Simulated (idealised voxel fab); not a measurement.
voxel self aligned vias: a process module
Cross-section cut spans 155 nm and uses square cells 5 nm in size.
If you're reading a cross-section in this doc, picture square cells in a grid; it comes to you as bands, top ones listed first down to the bottom, and a band can be one or more rows of cells.
In this notation a band is specified by the heights of its top and bottom, in that order and in nm, after which its materials appear from left to right, each paired with its width in nm. The word "full width" attached to a single material means that material fills the band from edge to edge; the word "air" stands for empty space.
Note: height 0 marks the level under which the wafer is uniformly one material as received. Lowest band unbounded below, written "0 nm and below".
Think of "30..40" as a width that walks from the first number to the second as you go down the band, top row to bottom row, taking equal-sized steps from row to row.
"nothing changed" means the step left every cell of the cross-section as it was.
Look at "Enclosed cavity list" for the closed voids: empty spaces with no open path to the top, sized 8 cells or up. Each is width x height at distance, distance from the left edge, all nm.
The remark found on a step's line after its settings is issued by the simulator itself and pertains to that step.
The optional step-line setting "overlay nm" applies to steps with a mask and quantifies how far to the right of its planned location the mask lay, a negative value indicating leftward placement.
# List of planned process steps
- 1: RECEIVE | material Si
- 2: CONFORMAL_DEP | material SiO2 | thk nm 10
- 3: CONFORMAL_DEP | material SiCN | thk nm 5
- 4: DIRECTIONAL_DEP | material lowk | thk nm 25
- 5: MASKED_ETCH | tone open | mask id LINES | width nm 20 | pitch nm 45 | etch materials lowk | depth nm 25 | overlay nm 0
- 6: CONFORMAL_DEP | material TiN | thk nm 5
- 7: FILL_DEP | material W | thk nm 5
- 8: CMP | height nm 40
- 9: SELECTIVE_ETCH | etch materials W Ru TiN | depth nm 5
- 10: FILL_DEP | material SiN | thk nm 10
- 11: CMP | height nm 40
- 12: DIRECTIONAL_DEP | material lowk | thk nm 20
- 13: PATTERN | tone open | mask id VIAS | material resist | width nm 30 | pitch nm 45 | thk nm 15 | overlay nm 0
- 14: DIRECTIONAL_ETCH | etch materials lowk | depth nm 20
- 15: DIRECTIONAL_ETCH | etch materials SiN | depth nm 5
- 16: STRIP | etch materials resist
- 17: CONFORMAL_DEP | material TiN | thk nm 5
- 18: FILL_DEP | material W | thk nm 10
- 19: CMP | height nm 60
- 20: CONFORMAL_DEP | material SiN | thk nm 5
# On the first of the two wafers: run conducted according to plan
# This is the cross-section of the wafer as we received it, i.e. after step 1
	0 nm and below: Si full width
	Enclosed cavity list: none
# Once step 2 is through, the wafer looks like this in cross-section
	10 nm to 0 nm: SiO2 full width
	No changes below 0.
# Once step 3 is through, the wafer looks like this in cross-section
	15 nm to 10 nm: SiCN full width
	No changes below 10.
# Once step 4 is through, the wafer looks like this in cross-section
	40 nm to 15 nm: lowk full width
	No changes below 15.
# Once step 5 is through, the wafer looks like this in cross-section
	40 nm to 15 nm: lowk: 20, air: 20, lowk: 25, air: 20, lowk: 25, air: 20, lowk: 25
	No changes below 15.
# Once step 6 is through, the wafer looks like this in cross-section
	45 nm to 40 nm: TiN: 25, air: 10, TiN: 35, air: 10, TiN: 35, air: 10, TiN: 30
	40 nm to 20 nm: lowk: 20, TiN: 5, air: 10, TiN: 5, lowk: 25, TiN: 5, air: 10, TiN: 5, lowk: 25, TiN: 5, air: 10, TiN: 5, lowk: 25
	20 nm to 15 nm: lowk: 20, TiN: 20, lowk: 25, TiN: 20, lowk: 25, TiN: 20, lowk: 25
	No changes below 15.
# Once step 7 is through, the wafer looks like this in cross-section
	50 nm to 45 nm: W full width
	45 nm to 40 nm: TiN: 25, W: 10, TiN: 35, W: 10, TiN: 35, W: 10, TiN: 30
	40 nm to 20 nm: lowk: 20, TiN: 5, W: 10, TiN: 5, lowk: 25, TiN: 5, W: 10, TiN: 5, lowk: 25, TiN: 5, W: 10, TiN: 5, lowk: 25
	No changes below 20.
# Once step 8 is through, the wafer looks like this in cross-section
	40 nm to 20 nm: lowk: 20, TiN: 5, W: 10, TiN: 5, lowk: 25, TiN: 5, W: 10, TiN: 5, lowk: 25, TiN: 5, W: 10, TiN: 5, lowk: 25
	No changes below 20.
# Once step 9 is through, the wafer looks like this in cross-section
	40 nm to 35 nm: lowk: 20, air: 20, lowk: 25, air: 20, lowk: 25, air: 20, lowk: 25
	No changes below 35.
# Once step 10 is through, the wafer looks like this in cross-section
	50 nm to 40 nm: SiN full width
	40 nm to 35 nm: lowk: 20, SiN: 20, lowk: 25, SiN: 20, lowk: 25, SiN: 20, lowk: 25
	No changes below 35.
# Once step 11 is through, the wafer looks like this in cross-section
	40 nm to 35 nm: lowk: 20, SiN: 20, lowk: 25, SiN: 20, lowk: 25, SiN: 20, lowk: 25
	No changes below 35.
# Once step 12 is through, the wafer looks like this in cross-section
	60 nm to 40 nm: lowk full width
	No changes below 40.
# Once step 13 is through, the wafer looks like this in cross-section
	75 nm to 60 nm: resist: 15, air: 30, resist: 15, air: 30, resist: 15, air: 30, resist: 20
	No changes below 60.
# Once step 14 is through, the wafer looks like this in cross-section
	75 nm to 60 nm: resist: 15, air: 30, resist: 15, air: 30, resist: 15, air: 30, resist: 20
	60 nm to 40 nm: lowk: 15, air: 30, lowk: 15, air: 30, lowk: 15, air: 30, lowk: 20
	No changes below 40.
# Once step 15 is through, the wafer looks like this in cross-section
	75 nm to 60 nm: resist: 15, air: 30, resist: 15, air: 30, resist: 15, air: 30, resist: 20
	60 nm to 40 nm: lowk: 15, air: 30, lowk: 15, air: 30, lowk: 15, air: 30, lowk: 20
	40 nm to 35 nm: lowk: 20, air: 20, lowk: 25, air: 20, lowk: 25, air: 20, lowk: 25
	No changes below 35.
# Once step 16 is through, the wafer looks like this in cross-section
	60 nm to 40 nm: lowk: 15, air: 30, lowk: 15, air: 30, lowk: 15, air: 30, lowk: 20
	No changes below 40.
# Once step 17 is through, the wafer looks like this in cross-section
	65 nm to 60 nm: TiN: 20, air: 20, TiN: 25, air: 20, TiN: 25, air: 20, TiN: 25
	60 nm to 45 nm: lowk: 15, TiN: 5, air: 20, TiN: 5, lowk: 15, TiN: 5, air: 20, TiN: 5, lowk: 15, TiN: 5, air: 20, TiN: 5, lowk: 20
	45 nm to 40 nm: lowk: 15, TiN: 10, air: 10, TiN: 10, lowk: 15, TiN: 10, air: 10, TiN: 10, lowk: 15, TiN: 10, air: 10, TiN: 10, lowk: 20
	40 nm to 35 nm: lowk: 20, TiN: 20, lowk: 25, TiN: 20, lowk: 25, TiN: 20, lowk: 25
	No changes below 35.
# Once step 18 is through, the wafer looks like this in cross-section
	75 nm to 65 nm: W full width
	65 nm to 60 nm: TiN: 20, W: 20, TiN: 25, W: 20, TiN: 25, W: 20, TiN: 25
	60 nm to 45 nm: lowk: 15, TiN: 5, W: 20, TiN: 5, lowk: 15, TiN: 5, W: 20, TiN: 5, lowk: 15, TiN: 5, W: 20, TiN: 5, lowk: 20
	45 nm to 40 nm: lowk: 15, TiN: 10, W: 10, TiN: 10, lowk: 15, TiN: 10, W: 10, TiN: 10, lowk: 15, TiN: 10, W: 10, TiN: 10, lowk: 20
	No changes below 40.
# Once step 19 is through, the wafer looks like this in cross-section
	60 nm to 45 nm: lowk: 15, TiN: 5, W: 20, TiN: 5, lowk: 15, TiN: 5, W: 20, TiN: 5, lowk: 15, TiN: 5, W: 20, TiN: 5, lowk: 20
	No changes below 45.
# Once step 20 is through, the wafer looks like this in cross-section
	65 nm to 60 nm: SiN full width
	No changes below 60.
# Second wafer. Start and plan as for the first. One mistake made in running. Agrees with the first up to and including step 7
# Second wafer, cross-section, planned end of step 8
	35 nm to 20 nm: lowk: 20, TiN: 5, W: 10, TiN: 5, lowk: 25, TiN: 5, W: 10, TiN: 5, lowk: 25, TiN: 5, W: 10, TiN: 5, lowk: 25
	No changes below 20.
# Second wafer, cross-section, planned end of step 9
	35 nm to 30 nm: lowk: 20, air: 20, lowk: 25, air: 20, lowk: 25, air: 20, lowk: 25
	No changes below 30.
# Second wafer, cross-section, planned end of step 10
	45 nm to 35 nm: SiN full width
	35 nm to 30 nm: lowk: 20, SiN: 20, lowk: 25, SiN: 20, lowk: 25, SiN: 20, lowk: 25
	No changes below 30.
# Second wafer, cross-section, planned end of step 11
	40 nm to 35 nm: SiN full width
	No changes below 35.
# Second wafer, cross-section, planned end of step 12
	60 nm to 40 nm: lowk full width
	No changes below 40.
# Second wafer, cross-section, planned end of step 13
	75 nm to 60 nm: resist: 15, air: 30, resist: 15, air: 30, resist: 15, air: 30, resist: 20
	No changes below 60.
# Second wafer, cross-section, planned end of step 14
	75 nm to 60 nm: resist: 15, air: 30, resist: 15, air: 30, resist: 15, air: 30, resist: 20
	60 nm to 40 nm: lowk: 15, air: 30, lowk: 15, air: 30, lowk: 15, air: 30, lowk: 20
	No changes below 40.
# Second wafer, cross-section, planned end of step 15
	75 nm to 60 nm: resist: 15, air: 30, resist: 15, air: 30, resist: 15, air: 30, resist: 20
	60 nm to 40 nm: lowk: 15, air: 30, lowk: 15, air: 30, lowk: 15, air: 30, lowk: 20
	40 nm to 35 nm: SiN: 15, air: 30, SiN: 15, air: 30, SiN: 15, air: 30, SiN: 20
	No changes below 35.
# Second wafer, cross-section, planned end of step 16
	60 nm to 40 nm: lowk: 15, air: 30, lowk: 15, air: 30, lowk: 15, air: 30, lowk: 20
	No changes below 40.
# Second wafer, cross-section, planned end of step 17
	65 nm to 60 nm: TiN: 20, air: 20, TiN: 25, air: 20, TiN: 25, air: 20, TiN: 25
	60 nm to 40 nm: lowk: 15, TiN: 5, air: 20, TiN: 5, lowk: 15, TiN: 5, air: 20, TiN: 5, lowk: 15, TiN: 5, air: 20, TiN: 5, lowk: 20
	40 nm to 35 nm: SiN: 15, TiN: 30, SiN: 15, TiN: 30, SiN: 15, TiN: 30, SiN: 20
	No changes below 35.
# Second wafer, cross-section, planned end of step 18
	75 nm to 65 nm: W full width
	65 nm to 60 nm: TiN: 20, W: 20, TiN: 25, W: 20, TiN: 25, W: 20, TiN: 25
	60 nm to 40 nm: lowk: 15, TiN: 5, W: 20, TiN: 5, lowk: 15, TiN: 5, W: 20, TiN: 5, lowk: 15, TiN: 5, W: 20, TiN: 5, lowk: 20
	No changes below 40.
# Second wafer, cross-section, planned end of step 19
	60 nm to 40 nm: lowk: 15, TiN: 5, W: 20, TiN: 5, lowk: 15, TiN: 5, W: 20, TiN: 5, lowk: 15, TiN: 5, W: 20, TiN: 5, lowk: 20
	No changes below 40.
# Second wafer, cross-section, planned end of step 20
	65 nm to 60 nm: SiN full width
	No changes below 60.
Want to know what went wrong? planned and actual differ for step 8; actual: CMP | height nm 35
Looking at both finished wafers in cells, the second ends up ahead of or behind the first on some materials: 25 more of SiN; 6 fewer of TiN; 19 fewer of lowk
